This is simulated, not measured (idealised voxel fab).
You're looking at the process module voxel quadruple lines.
The figure presents cross-section cut, which has a width of 140 nm and is divided into square cells with an edge length of 5 nm.
Cross-section = grid of square cells, listed top down in bands; band = one or more rows.
Read a band's entry like this: the first values are the height of its top and the height of its bottom in nm, and what follows is the sequence of materials from left to right, each with its width in nm. Note that "air" is empty space, and that a single material marked "full width" reaches across the band from edge to edge.
The reference from which all heights are counted is 0, the level beneath which the as-received wafer is entirely one material; the lowest band, having no lower bound, proceeds downward and is written after the example "0 -> down".
The notation "30->40" denotes a width that varies across the rows of cells in the band, beginning at the first number in the top row, finishing at the second number in the bottom row, and changing by an identical amount from each row to the next.
"left unchanged" after a step means that no cell of the cross-section changed.
So "Closed void roster" is basically the list of trapped voids: any empty space of 8 cells or more that can't reach the top through an opening. They're written width x height at distance, the distance being from the left edge, and it's all nm.
That trailing text on a step's line, after the settings, is the simulator's own remark on the step.
The optional step-line setting "overlay nm" applies to steps with a mask and quantifies how far to the right of its planned location the mask lay, a negative value indicating leftward placement.
**Listed below are the process steps as planned**
1 RECEIVE | material Si
2 CONFORMAL_DEP | material SiO2 | thk nm 5
3 DIRECTIONAL_DEP | material TiN | thk nm 10
4 DIRECTIONAL_DEP | material polySi | thk nm 20
5 DIRECTIONAL_DEP | material aC | thk nm 20
6 PATTERN | tone cover | mask id MANDREL | material resist | width nm 20 | pitch nm 60 | thk nm 30 | overlay nm 0
7 DIRECTIONAL_ETCH | etch materials aC | depth nm 20
8 STRIP | etch materials resist
9 CONFORMAL_DEP | material SiO2 | thk nm 10
10 DIRECTIONAL_ETCH | etch materials SiO2 | depth nm 10
11 STRIP | etch materials aC
12 DIRECTIONAL_ETCH | etch materials polySi | depth nm 20
13 STRIP | etch materials SiO2
14 CONFORMAL_DEP | material SiCN | thk nm 5
15 DIRECTIONAL_ETCH | etch materials SiCN | depth nm 5
16 STRIP | etch materials polySi
17 DIRECTIONAL_ETCH | etch materials TiN | depth nm 10
18 STRIP | etch materials SiCN
19 FILL_DEP | material lowk | thk nm 10
20 CMP | height nm 15
**Wafer as received: cross-section following step 1**
  0 -> down  Si full width
  Closed void roster: none
**Wafer cross-section at end of module: start and plan as shown above, one execution error**
  15 -> 5  10 lowk | 5 TiN | 10 lowk | 5 TiN | 20 lowk | 5 TiN | 10 lowk | 10 TiN | 10 lowk | 5 TiN | 20 lowk | 5 TiN | 10 lowk | 5 TiN | 10 lowk
  5 -> 0  SiO2 full width
  0 -> down  Si full width
  Closed void roster: none
What went wrong in running the wafer? heads up, step 6 didn't go per plan, it actually ran as PATTERN | tone cover | mask id MANDREL | material resist | width nm 30 | pitch nm 60 | thk nm 30 | overlay nm 0
